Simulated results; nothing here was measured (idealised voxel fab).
The process module that follows is named voxel released beams.
Cross-sectional view cut (width: 180 nm; square cell size: 5 nm).
Just so we're on the same page, the cross-sections are grids of square cells, and they're listed out in bands top to bottom, each band one or more rows deep.
Read a band's entry like this: the first values are the height of its top and the height of its bottom in nm, and what follows is the sequence of materials from left to right, each with its width in nm. Note that "air" is empty space, and that a single material marked "throughout" reaches across the band from edge to edge.
Heights are expressed relative to 0, this being the level below which the as-received wafer comprises one material exclusively. The lowest band is unbounded in the downward direction and is denoted as in "top 0, no bottom".
A two-number width, for instance "30 to 40", indicates that the width is equal to the first number in the top row of the band and to the second number in the bottom row, and that it changes by a constant amount per row of cells.
"stayed the same" for a step: no cell of the cross-section changed in that step.
"Enclosed void inventory" - sealed voids, min. 8 cells, no opening to top; format: width x height at distance (distance from left edge; nm throughout).
Where a step's line continues beyond its settings, the continuation is a remark by the simulator itself on that step.
"overlay nm" answers the question of how far to the right of plan the mask lay on a step that has a mask, and when it is negative the answer is to the left.
# Planned step list for the process
1 RECEIVE,material Si
2 CONFORMAL_DEP,material Al2O3,thk nm 10
3 DIRECTIONAL_DEP,material SiO2,thk nm 10
4 PATTERN,tone open,mask id ANCHOR,material resist,width nm 30,thk nm 15,overlay nm 0
5 DIRECTIONAL_ETCH,etch materials SiO2,depth nm 10
6 STRIP,etch materials resist
7 CONFORMAL_DEP,material SiN,thk nm 10
8 PATTERN,tone cover,mask id BEAM,material resist,width nm 100,thk nm 20,overlay nm 0
9 DIRECTIONAL_ETCH,etch materials SiN,depth nm 10
10 STRIP,etch materials resist
11 STRIP,etch materials SiO2
# As-received wafer cross-section (after step 1)
* top 0, no bottom  Si throughout
* Enclosed void inventory: none
# The following cross-section depicts the wafer upon conclusion of the module. Processing commenced from the starting condition illustrated above and adhered to the plan illustrated above, save for one mistake in execution
* top 25, bottom 15  35 to 40 of air | 10 to 5 of SiN | 20 of air | 70 to 5 of SiN | 45 to 110 of air
* top 15, bottom 10  40 of air | 30 of SiN | 110 of air
* top 10, bottom 0  Al2O3 throughout
* top 0, no bottom  Si throughout
* Enclosed void inventory: none
Error vs. plan: rather than as planned, step 7 actually ran as CONFORMAL_DEP,material SiN,thk nm 5
